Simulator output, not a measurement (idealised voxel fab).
process module | voxel fin reveal
cross-section cut | 155 nm wide | cells 5 nm
A cross-section is a grid of square cells, given in bands from the top down. A band is one or more rows of cells.
Each band's line starts with the height of the band's top and of its bottom, in nm. Then come its materials from left to right, each with its width in nm. One material with "throughout" fills the band from edge to edge. "air" is empty space.
Height 0 is the level under which the wafer as received is all one material. The lowest band goes on downwards, as in "0 down".
A width such as "30 to 40" changes by the same amount from each row of cells to the next, from the band's top row to its bottom row.
"no change" after a step means that no cell of the cross-section changed.
closed voids: empty space of 8 cells or more with no open way to the top, each as width x height at its distance from the left edge, in nm
after a step's settings: what the simulator itself notes on the step
overlay nm, on a step with a mask: how far to the right of its planned place the mask lay; to the left if negative
Each pair below shows a cross-section before one step and the cross-section after it, down to the lowest band that changed. The line under each pair gives the step between them, with its settings. The pairs can come from different runs of this module on the same starting wafer, so a pair continues from the pair above only where its "before" says so.
before
  0 down: Si throughout
  closed voids: none
after
  10 to 0: SiN throughout
  below 0: unchanged
  closed voids: none
the step between: op CONFORMAL_DEP | material SiN | thk nm 10
before: the cross-section after the pair above
after
  25 to 10: aC throughout
  below 10: unchanged
  closed voids: none
the step between: op DIRECTIONAL_DEP | material aC | thk nm 15
before: the cross-section after the pair above
after
  55 to 25: air 50 | resist 15 | air 25 | resist 15 | air 50
  below 25: unchanged
  closed voids: none
the step between: op PATTERN | tone cover | mask id FINS | material resist | width nm 15 | pitch nm 40 | thk nm 30 | overlay nm 0
before: the cross-section after the pair above
after
  40 to 25: air 50 | resist 15 | air 25 | resist 15 | air 50
  25 to 10: air 50 | aC 15 | air 25 | aC 15 | air 50
  below 10: unchanged
  closed voids: none
the step between: op DIRECTIONAL_ETCH | etch materials aC | depth nm 15
before: the cross-section after the pair above
after
  25 to 10: air 50 | aC 15 | air 25 | aC 15 | air 50
  below 10: unchanged
  closed voids: none
the step between: op STRIP | etch materials resist
before: the cross-section after the pair above
after
  25 to 10: air 50 | aC 15 | air 25 | aC 15 | air 50
  10 to 0: air 50 | SiN 15 | air 25 | SiN 15 | air 50
  below 0: unchanged
  closed voids: none
the step between: op DIRECTIONAL_ETCH | etch materials SiN | depth nm 10
before: the cross-section after the pair above
after
  25 to 10: air 50 | aC 15 | air 25 | aC 15 | air 50
  10 to 0: air 50 | SiN 15 | air 25 | SiN 15 | air 50
  0 to -30: air 50 | Si 15 | air 25 | Si 15 | air 50
  below -30: unchanged
  closed voids: none
the step between: op DIRECTIONAL_ETCH | etch materials Si | depth nm 30
before: the cross-section after the pair above
after
  10 to 0: air 50 | SiN 15 | air 25 | SiN 15 | air 50
  below 0: unchanged
  closed voids: none
the step between: op STRIP | etch materials aC
before: the cross-section after the pair above
after
  25 to 10: SiO2 throughout
  10 to 0: SiO2 50 | SiN 15 | SiO2 25 | SiN 15 | SiO2 50
  0 to -30: SiO2 50 | Si 15 | SiO2 25 | Si 15 | SiO2 50
  below -30: unchanged
  closed voids: none
the step between: op FILL_DEP | material SiO2 | thk nm 15
before: the cross-section after the pair above
after
  10 to 0: SiO2 50 | SiN 15 | SiO2 25 | SiN 15 | SiO2 50
  below 0: unchanged
  closed voids: none
the step between: op CMP | height nm 10
before: the cross-section after the pair above
after
  10 to 0: air 50 | SiN 15 | air 25 | SiN 15 | air 50
  0 to -20: air 50 | Si 15 | air 25 | Si 15 | air 50
  below -20: unchanged
  closed voids: none
the step between: op SELECTIVE_ETCH | etch materials SiO2 | depth nm 30
before: the cross-section after the pair above
after
  0 to -20: air 50 | Si 15 | air 25 | Si 15 | air 50
  below -20: unchanged
  closed voids: none
the step between: op STRIP | etch materials SiN
before: the cross-section after the pair above
after
  5 to 0: air 45 | HfO2 25 | air 15 | HfO2 25 | air 45
  0 to -15: air 45 | HfO2 5 | Si 15 | HfO2 5 | air 15 | HfO2 5 | Si 15 | HfO2 5 | air 45
  -15 to -20: HfO2 50 | Si 15 | HfO2 25 | Si 15 | HfO2 50
  below -20: unchanged
  closed voids: none
the step between: op CONFORMAL_DEP | material HfO2 | thk nm 5
before
  25 to 10: air 50 | aC 15 | air 25 | aC 15 | air 50
  10 to 0: air 50 | SiN 15 | air 25 | SiN 15 | air 50
  0 to -30: air 50 | Si 15 | air 25 | Si 15 | air 50
  -30 down: Si throughout
  closed voids: none
after
  25 to 10: air 50 | aC 15 | air 25 | aC 15 | air 50
  10 to 0: air 50 | SiN 15 | air 25 | SiN 15 | air 50
  0 to -60: air 50 | Si 15 | air 25 | Si 15 | air 50
  below -60: unchanged
  closed voids: none
the step between: op DIRECTIONAL_ETCH | etch materials Si | depth nm 30
before: the cross-section after the pair above
after
  10 to 0: air 50 | SiN 15 | air 25 | SiN 15 | air 50
  below 0: unchanged
  closed voids: none
the step between: op STRIP | etch materials aC
before: the cross-section after the pair above
after
  25 to 10: SiO2 throughout
  10 to 0: SiO2 50 | SiN 15 | SiO2 25 | SiN 15 | SiO2 50
  0 to -60: SiO2 50 | Si 15 | SiO2 25 | Si 15 | SiO2 50
  below -60: unchanged
  closed voids: none
the step between: op FILL_DEP | material SiO2 | thk nm 15
before: the cross-section after the pair above
after
  10 to 0: SiO2 50 | SiN 15 | SiO2 25 | SiN 15 | SiO2 50
  below 0: unchanged
  closed voids: none
the step between: op CMP | height nm 10
before: the cross-section after the pair above
after
  10 to 0: air 50 | SiN 15 | air 25 | SiN 15 | air 50
  0 to -20: air 50 | Si 15 | air 25 | Si 15 | air 50
  below -20: unchanged
  closed voids: none
the step between: op SELECTIVE_ETCH | etch materials SiO2 | depth nm 30
before: the cross-section after the pair above
after
  0 to -20: air 50 | Si 15 | air 25 | Si 15 | air 50
  below -20: unchanged
  closed voids: none
the step between: op STRIP | etch materials SiN
before: the cross-section after the pair above
after
  5 to 0: air 45 | HfO2 25 | air 15 | HfO2 25 | air 45
  0 to -15: air 45 | HfO2 5 | Si 15 | HfO2 5 | air 15 | HfO2 5 | Si 15 | HfO2 5 | air 45
  -15 to -20: HfO2 50 | Si 15 | HfO2 25 | Si 15 | HfO2 50
  below -20: unchanged
  closed voids: none
the step between: op CONFORMAL_DEP | material HfO2 | thk nm 5
before
  10 to 0: SiO2 50 | SiN 15 | SiO2 25 | SiN 15 | SiO2 50
  0 to -30: SiO2 50 | Si 15 | SiO2 25 | Si 15 | SiO2 50
  -30 down: Si throughout
  closed voids: none
after
  10 to 0: SiO2 50 | air 15 | SiO2 25 | air 15 | SiO2 50
  below 0: unchanged
  closed voids: none
the step between: op STRIP | etch materials SiN
before: the cross-section after the pair above
after
  0 to -20: air 50 | Si 15 | air 25 | Si 15 | air 50
  -20 to -30: SiO2 20 | air 30 | Si 15 | air 25 | Si 15 | air 30 | SiO2 20
  below -30: unchanged
  closed voids: none
the step between: op SELECTIVE_ETCH | etch materials SiO2 | depth nm 30
before: the cross-section after the pair above
after
  5 to 0: air 45 | HfO2 25 | air 15 | HfO2 25 | air 45
  0 to -15: air 45 | HfO2 5 | Si 15 | HfO2 5 | air 15 | HfO2 5 | Si 15 | HfO2 5 | air 45
  -15 to -20: HfO2 25 | air 20 | HfO2 5 | Si 15 | HfO2 5 | air 15 | HfO2 5 | Si 15 | HfO2 5 | air 20 | HfO2 25
  -20 to -25: SiO2 20 | HfO2 5 | air 20 | HfO2 5 | Si 15 | HfO2 5 | air 15 | HfO2 5 | Si 15 | HfO2 5 | air 20 | HfO2 5 | SiO2 20
  -25 to -30: SiO2 20 | HfO2 30 | Si 15 | HfO2 25 | Si 15 | HfO2 30 | SiO2 20
  below -30: unchanged
  closed voids: none
the step between: op CONFORMAL_DEP | material HfO2 | thk nm 5
before
  0 to -20: air 50 | Si 15 | air 25 | Si 15 | air 50
  -20 to -30: SiO2 50 | Si 15 | SiO2 25 | Si 15 | SiO2 50
  -30 down: Si throughout
  closed voids: none
after
  15 to 0: air 35 | HfO2 85 | air 35
  0 to -5: air 35 | HfO2 15 | Si 15 | HfO2 25 | Si 15 | HfO2 15 | air 35
  -5 to -20: HfO2 50 | Si 15 | HfO2 25 | Si 15 | HfO2 50
  below -20: unchanged
  closed voids: none
the step between: op CONFORMAL_DEP | material HfO2 | thk nm 15
before
  25 to 10: aC throughout
  10 to 0: SiN throughout
  0 down: Si throughout
  closed voids: none
after
  55 to 25: air 45 | resist 25 | air 15 | resist 25 | air 45
  below 25: unchanged
  closed voids: none
the step between: op PATTERN | tone cover | mask id FINS | material resist | width nm 25 | pitch nm 40 | thk nm 30 | overlay nm 0
before: the cross-section after the pair above
after
  40 to 25: air 45 | resist 25 | air 15 | resist 25 | air 45
  25 to 10: air 45 | aC 25 | air 15 | aC 25 | air 45
  below 10: unchanged
  closed voids: none
the step between: op DIRECTIONAL_ETCH | etch materials aC | depth nm 15
before: the cross-section after the pair above
after
  25 to 10: air 45 | aC 25 | air 15 | aC 25 | air 45
  below 10: unchanged
  closed voids: none
the step between: op STRIP | etch materials resist
before: the cross-section after the pair above
after
  25 to 10: air 45 | aC 25 | air 15 | aC 25 | air 45
  10 to 0: air 45 | SiN 25 | air 15 | SiN 25 | air 45
  below 0: unchanged
  closed voids: none
the step between: op DIRECTIONAL_ETCH | etch materials SiN | depth nm 10
before: the cross-section after the pair above
after
  25 to 10: air 45 | aC 25 | air 15 | aC 25 | air 45
  10 to 0: air 45 | SiN 25 | air 15 | SiN 25 | air 45
  0 to -30: air 45 | Si 25 | air 15 | Si 25 | air 45
  below -30: unchanged
  closed voids: none
the step between: op DIRECTIONAL_ETCH | etch materials Si | depth nm 30
before: the cross-section after the pair above
after
  10 to 0: air 45 | SiN 25 | air 15 | SiN 25 | air 45
  below 0: unchanged
  closed voids: none
the step between: op STRIP | etch materials aC
before: the cross-section after the pair above
after
  25 to 10: SiO2 throughout
  10 to 0: SiO2 45 | SiN 25 | SiO2 15 | SiN 25 | SiO2 45
  0 to -30: SiO2 45 | Si 25 | SiO2 15 | Si 25 | SiO2 45
  below -30: unchanged
  closed voids: none
the step between: op FILL_DEP | material SiO2 | thk nm 15
before: the cross-section after the pair above
after
  10 to 0: SiO2 45 | SiN 25 | SiO2 15 | SiN 25 | SiO2 45
  below 0: unchanged
  closed voids: none
the step between: op CMP | height nm 10
before: the cross-section after the pair above
after
  10 to 0: air 45 | SiN 25 | air 15 | SiN 25 | air 45
  0 to -20: air 45 | Si 25 | air 15 | Si 25 | air 45
  below -20: unchanged
  closed voids: none
the step between: op SELECTIVE_ETCH | etch materials SiO2 | depth nm 30
before: the cross-section after the pair above
after
  0 to -20: air 45 | Si 25 | air 15 | Si 25 | air 45
  below -20: unchanged
  closed voids: none
the step between: op STRIP | etch materials SiN
before: the cross-section after the pair above
after
  5 to 0: air 40 | HfO2 35 | air 5 | HfO2 35 | air 40
  0 to -15: air 40 | HfO2 5 | Si 25 | HfO2 5 | air 5 | HfO2 5 | Si 25 | HfO2 5 | air 40
  -15 to -20: HfO2 45 | Si 25 | HfO2 15 | Si 25 | HfO2 45
  below -20: unchanged
  closed voids: none
the step between: op CONFORMAL_DEP | material HfO2 | thk nm 5
before
  25 to 10: aC throughout
  10 to 0: SiN throughout
  0 down: Si throughout
  closed voids: none
after
  55 to 25: air 60 | resist 15 | air 25 | resist 15 | air 40
  below 25: unchanged
  closed voids: none
the step between: op PATTERN | tone cover | mask id FINS | material resist | width nm 15 | pitch nm 40 | thk nm 30 | overlay nm 10
before: the cross-section after the pair above
after
  40 to 25: air 60 | resist 15 | air 25 | resist 15 | air 40
  25 to 10: air 60 | aC 15 | air 25 | aC 15 | air 40
  below 10: unchanged
  closed voids: none
the step between: op DIRECTIONAL_ETCH | etch materials aC | depth nm 15
before: the cross-section after the pair above
after
  25 to 10: air 60 | aC 15 | air 25 | aC 15 | air 40
  below 10: unchanged
  closed voids: none
the step between: op STRIP | etch materials resist
before: the cross-section after the pair above
after
  25 to 10: air 60 | aC 15 | air 25 | aC 15 | air 40
  10 to 0: air 60 | SiN 15 | air 25 | SiN 15 | air 40
  below 0: unchanged
  closed voids: none
the step between: op DIRECTIONAL_ETCH | etch materials SiN | depth nm 10
before: the cross-section after the pair above
after
  25 to 10: air 60 | aC 15 | air 25 | aC 15 | air 40
  10 to 0: air 60 | SiN 15 | air 25 | SiN 15 | air 40
  0 to -30: air 60 | Si 15 | air 25 | Si 15 | air 40
  below -30: unchanged
  closed voids: none
the step between: op DIRECTIONAL_ETCH | etch materials Si | depth nm 30
before: the cross-section after the pair above
after
  10 to 0: air 60 | SiN 15 | air 25 | SiN 15 | air 40
  below 0: unchanged
  closed voids: none
the step between: op STRIP | etch materials aC
before: the cross-section after the pair above
after
  25 to 10: SiO2 throughout
  10 to 0: SiO2 60 | SiN 15 | SiO2 25 | SiN 15 | SiO2 40
  0 to -30: SiO2 60 | Si 15 | SiO2 25 | Si 15 | SiO2 40
  below -30: unchanged
  closed voids: none
the step between: op FILL_DEP | material SiO2 | thk nm 15
before: the cross-section after the pair above
after
  10 to 0: SiO2 60 | SiN 15 | SiO2 25 | SiN 15 | SiO2 40
  below 0: unchanged
  closed voids: none
the step between: op CMP | height nm 10
before: the cross-section after the pair above
after
  10 to 0: air 60 | SiN 15 | air 25 | SiN 15 | air 40
  0 to -20: air 60 | Si 15 | air 25 | Si 15 | air 40
  below -20: unchanged
  closed voids: none
the step between: op SELECTIVE_ETCH | etch materials SiO2 | depth nm 30
before: the cross-section after the pair above
after
  0 to -20: air 60 | Si 15 | air 25 | Si 15 | air 40
  below -20: unchanged
  closed voids: none
the step between: op STRIP | etch materials SiN
before: the cross-section after the pair above
after
  5 to 0: air 55 | HfO2 25 | air 15 | HfO2 25 | air 35
  0 to -15: air 55 | HfO2 5 | Si 15 | HfO2 5 | air 15 | HfO2 5 | Si 15 | HfO2 5 | air 35
  -15 to -20: HfO2 60 | Si 15 | HfO2 25 | Si 15 | HfO2 40
  below -20: unchanged
  closed voids: none
the step between: op CONFORMAL_DEP | material HfO2 | thk nm 5
before
  10 to 0: air 50 | SiN 15 | air 25 | SiN 15 | air 50
  0 to -20: air 50 | Si 15 | air 25 | Si 15 | air 50
  -20 to -30: SiO2 50 | Si 15 | SiO2 25 | Si 15 | SiO2 50
  -30 down: Si throughout
  closed voids: none
after
  10 to 0: air 50 | SiN 15 | air 25 | SiN 15 | air 50
  0 to -30: air 50 | Si 15 | air 25 | Si 15 | air 50
  below -30: unchanged
  closed voids: none
the step between: op STRIP | etch materials SiO2
before: the cross-section after the pair above
after
  15 to 10: air 45 | HfO2 25 | air 15 | HfO2 25 | air 45
  10 to 0: air 45 | HfO2 5 | SiN 15 | HfO2 5 | air 15 | HfO2 5 | SiN 15 | HfO2 5 | air 45
  0 to -25: air 45 | HfO2 5 | Si 15 | HfO2 5 | air 15 | HfO2 5 | Si 15 | HfO2 5 | air 45
  -25 to -30: HfO2 50 | Si 15 | HfO2 25 | Si 15 | HfO2 50
  below -30: unchanged
  closed voids: none
the step between: op CONFORMAL_DEP | material HfO2 | thk nm 5
before
  25 to 10: aC throughout
  10 to 0: SiN throughout
  0 down: Si throughout
  closed voids: none
after
  55 to 25: resist 50 | air 15 | resist 25 | air 15 | resist 50
  below 25: unchanged
  closed voids: none
the step between: op PATTERN | tone open | mask id FINS | material resist | width nm 15 | pitch nm 40 | thk nm 30 | overlay nm 0
before: the cross-section after the pair above
after
  40 to 25: resist 50 | air 15 | resist 25 | air 15 | resist 50
  25 to 10: aC 50 | air 15 | aC 25 | air 15 | aC 50
  below 10: unchanged
  closed voids: none
the step between: op DIRECTIONAL_ETCH | etch materials aC | depth nm 15
before: the cross-section after the pair above
after
  25 to 10: aC 50 | air 15 | aC 25 | air 15 | aC 50
  below 10: unchanged
  closed voids: none
the step between: op STRIP | etch materials resist
before: the cross-section after the pair above
after
  25 to 10: aC 50 | air 15 | aC 25 | air 15 | aC 50
  10 to 0: SiN 50 | air 15 | SiN 25 | air 15 | SiN 50
  below 0: unchanged
  closed voids: none
the step between: op DIRECTIONAL_ETCH | etch materials SiN | depth nm 10
before: the cross-section after the pair above
after
  25 to 10: aC 50 | air 15 | aC 25 | air 15 | aC 50
  10 to 0: SiN 50 | air 15 | SiN 25 | air 15 | SiN 50
  0 to -30: Si 50 | air 15 | Si 25 | air 15 | Si 50
  below -30: unchanged
  closed voids: none
the step between: op DIRECTIONAL_ETCH | etch materials Si | depth nm 30
before: the cross-section after the pair above
after
  10 to 0: SiN 50 | air 15 | SiN 25 | air 15 | SiN 50
  below 0: unchanged
  closed voids: none
the step between: op STRIP | etch materials aC
before: the cross-section after the pair above
after
  25 to 10: SiO2 throughout
  10 to 0: SiN 50 | SiO2 15 | SiN 25 | SiO2 15 | SiN 50
  0 to -30: Si 50 | SiO2 15 | Si 25 | SiO2 15 | Si 50
  below -30: unchanged
  closed voids: none
the step between: op FILL_DEP | material SiO2 | thk nm 15
before: the cross-section after the pair above
after
  10 to 0: SiN 50 | SiO2 15 | SiN 25 | SiO2 15 | SiN 50
  below 0: unchanged
  closed voids: none
the step between: op CMP | height nm 10
before: the cross-section after the pair above
after
  10 to 0: SiN 50 | air 15 | SiN 25 | air 15 | SiN 50
  0 to -20: Si 50 | air 15 | Si 25 | air 15 | Si 50
  below -20: unchanged
  closed voids: none
the step between: op SELECTIVE_ETCH | etch materials SiO2 | depth nm 30
before: the cross-section after the pair above
after
  0 to -20: Si 50 | air 15 | Si 25 | air 15 | Si 50
  below -20: unchanged
  closed voids: none
the step between: op STRIP | etch materials SiN
before: the cross-section after the pair above
after
  5 to 0: HfO2 55 | air 5 | HfO2 35 | air 5 | HfO2 55
  0 to -15: Si 50 | HfO2 5 | air 5 | HfO2 5 | Si 25 | HfO2 5 | air 5 | HfO2 5 | Si 50
  -15 to -20: Si 50 | HfO2 15 | Si 25 | HfO2 15 | Si 50
  below -20: unchanged
  closed voids: none
the step between: op CONFORMAL_DEP | material HfO2 | thk nm 5
